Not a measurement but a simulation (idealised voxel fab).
The name of this process module is voxel capacitor over wiring.
Cross-section cut: width 215 nm, square cells of 5 nm.
Each cross-section below is a grid of square cells, stated as bands in top-down order, with one or more rows of cells making up each band.
Within each band entry, the heights of the top and of the bottom of the band appear first, in that order and in nm; the materials of the band then follow from left to right, each with its corresponding width in nm. The designation "all across" on a single material indicates that it fills the band from edge to edge; the designation "blank" indicates empty space.
All heights in this document are referenced to 0, defined as the level beneath which the wafer, as received, consists entirely of one material. The lowest band is not bounded below; it extends indefinitely downward and is written in the form "top 0, no bottom".
Width spec "30->40" -> top row of cells at first value, bottom row at second value, equal per-row change in between.
"remained unchanged" (step): cross-section cells unchanged, all of them.
Empty spaces without an open route to the top, at least 8 cells in extent, make up the entry "Sealed voids"; each is given as width x height at distance, where the distance is measured from the left edge, and all are in nm.
The remark found on a step's line after its settings is issued by the simulator itself and pertains to that step.
"overlay nm", when on a step's line for a step with a mask, measures how far to the right of its planned place the mask lay; a negative measure means to the left.
# The steps planned for the process are as follows
1,RECEIVE with material Si
2,CONFORMAL_DEP with material SiO2, thk nm 15
3,CONFORMAL_DEP with material SiN, thk nm 5
4,DIRECTIONAL_DEP with material lowk, thk nm 20
5,MASKED_ETCH with tone open, mask id METAL_1, width nm 25, pitch nm 95, etch materials lowk, depth nm 20, overlay nm 0
6,MASKED_ETCH with tone open, mask id METAL_1, width nm 25, pitch nm 95, etch materials SiN, depth nm 5, overlay nm 0
7,CONFORMAL_DEP with material TiN, thk nm 5
8,FILL_DEP with material W, thk nm 5
9,CMP with height nm 40
10,EPI with material Ru, thk nm 5
11,FILL_DEP with material SiCN, thk nm 5
12,DIRECTIONAL_DEP with material SiO2, thk nm 10
13,PATTERN with tone open, mask id PLUG_1, material resist, width nm 15, thk nm 15, overlay nm 0
14,DIRECTIONAL_ETCH with etch materials SiO2, depth nm 10
15,DIRECTIONAL_ETCH with etch materials SiCN, depth nm 5
16,STRIP with etch materials resist
17,CONFORMAL_DEP with material TiN, thk nm 5
18,FILL_DEP with material Ru, thk nm 5
19,CMP with height nm 60
20,DIRECTIONAL_DEP with material TiN, thk nm 10
21,DIRECTIONAL_DEP with material HfO2, thk nm 5
22,DIRECTIONAL_DEP with material TiN, thk nm 10
23,DIRECTIONAL_DEP with material aC, thk nm 10
24,PATTERN with tone cover, mask id UPPER_PLATE, material resist, width nm 75, thk nm 25, overlay nm 0
25,DIRECTIONAL_ETCH with etch materials aC, depth nm 10
26,STRIP with etch materials resist
27,DIRECTIONAL_ETCH with etch materials TiN, depth nm 10
28,DIRECTIONAL_ETCH with etch materials HfO2, depth nm 5
29,STRIP with etch materials aC
30,MASKED_ETCH with tone cover, mask id LOWER_PLATE, width nm 85, etch materials TiN, depth nm 10, overlay nm -15
31,FILL_DEP with material SiO2, thk nm 20
32,CMP with height nm 100
33,PATTERN with tone open, mask id PLUG_2, material resist, width nm 15, thk nm 20, overlay nm 0
34,DIRECTIONAL_ETCH with etch materials SiO2, depth nm 15
35,STRIP with etch materials resist
36,CONFORMAL_DEP with material TiN, thk nm 5
37,FILL_DEP with material Ru, thk nm 5
38,CMP with height nm 100
39,CONFORMAL_DEP with material SiN, thk nm 5
Every wafer here starts from the same state; it is the step 30 overlay nm that distinguishes them, and the value the plan gives belongs to the first wafer.
# Received condition of the first of several wafers, sectioned: post-step 1
top 0, no bottom  Si all across
Sealed voids: none
# Module finished, last step 39 done: cross-section of the first of several wafers
top 105, bottom 100  SiN all across
top 100, bottom 90  65 nm SiO2, then 5 nm TiN, then 5 nm Ru, then 5 nm TiN, then 135 nm SiO2
top 90, bottom 85  65 nm SiO2, then 15 nm TiN, then 135 nm SiO2
top 85, bottom 75  55 nm SiO2, then 65 nm TiN, then 95 nm SiO2
top 75, bottom 70  55 nm SiO2, then 75 nm HfO2, then 85 nm SiO2
top 70, bottom 60  35 nm SiO2, then 95 nm TiN, then 85 nm SiO2
top 60, bottom 50  55 nm SiO2, then 5 nm TiN, then 5 nm Ru, then 5 nm TiN, then 145 nm SiO2
top 50, bottom 45  55 nm SiCN, then 15 nm TiN, then 145 nm SiCN
top 45, bottom 40  40 nm SiCN, then 35 nm Ru, then 60 nm SiCN, then 35 nm Ru, then 45 nm SiCN
top 40, bottom 20  45 nm lowk, then 5 nm TiN, then 15 nm W, then 5 nm TiN, then 70 nm lowk, then 5 nm TiN, then 15 nm W, then 5 nm TiN, then 50 nm lowk
top 20, bottom 15  45 nm SiN, then 25 nm TiN, then 70 nm SiN, then 25 nm TiN, then 50 nm SiN
top 15, bottom 0  SiO2 all across
top 0, no bottom  Si all across
Sealed voids: none
# So this is the cross-section on the last wafer at the end of the module
top 105, bottom 100  SiN all across
top 100, bottom 90  65 nm SiO2, then 5 nm TiN, then 5 nm Ru, then 5 nm TiN, then 135 nm SiO2
top 90, bottom 85  65 nm SiO2, then 15 nm TiN, then 135 nm SiO2
top 85, bottom 75  65 nm SiO2, then 65 nm TiN, then 85 nm SiO2
top 75, bottom 70  55 nm SiO2, then 75 nm HfO2, then 85 nm SiO2
top 70, bottom 60  55 nm SiO2, then 95 nm TiN, then 65 nm SiO2
top 60, bottom 50  55 nm SiO2, then 5 nm TiN, then 5 nm Ru, then 5 nm TiN, then 145 nm SiO2
top 50, bottom 45  55 nm SiCN, then 15 nm TiN, then 145 nm SiCN
top 45, bottom 40  40 nm SiCN, then 35 nm Ru, then 60 nm SiCN, then 35 nm Ru, then 45 nm SiCN
top 40, bottom 20  45 nm lowk, then 5 nm TiN, then 15 nm W, then 5 nm TiN, then 70 nm lowk, then 5 nm TiN, then 15 nm W, then 5 nm TiN, then 50 nm lowk
top 20, bottom 15  45 nm SiN, then 25 nm TiN, then 70 nm SiN, then 25 nm TiN, then 50 nm SiN
top 15, bottom 0  SiO2 all across
top 0, no bottom  Si all across
Sealed voids: none
# Heads up, this table goes wafer by wafer. A row tells you, at the end of the module, how many cells of each material that wafer has put on (+) or dropped (-) since it was received, and then its closed voids
overlay nm -15, +15 HfO2, +18 Ru, +69 SiCN, +76 SiN, +465 SiO2, +104 TiN, +24 W, +132 lowk, Sealed voids: none
overlay nm -10, +15 HfO2, +18 Ru, +69 SiCN, +76 SiN, +465 SiO2, +104 TiN, +24 W, +132 lowk, Sealed voids: none
overlay nm -5, +15 HfO2, +18 Ru, +69 SiCN, +76 SiN, +465 SiO2, +104 TiN, +24 W, +132 lowk, Sealed voids: none
overlay nm 0, +15 HfO2, +18 Ru, +69 SiCN, +76 SiN, +465 SiO2, +104 TiN, +24 W, +132 lowk, Sealed voids: none
overlay nm 5, +15 HfO2, +18 Ru, +69 SiCN, +76 SiN, +465 SiO2, +104 TiN, +24 W, +132 lowk, Sealed voids: none
overlay nm 10, +15 HfO2, +18 Ru, +69 SiCN, +76 SiN, +465 SiO2, +104 TiN, +24 W, +132 lowk, Sealed voids: none
overlay nm 15, +15 HfO2, +18 Ru, +69 SiCN, +76 SiN, +465 SiO2, +104 TiN, +24 W, +132 lowk, Sealed voids: none
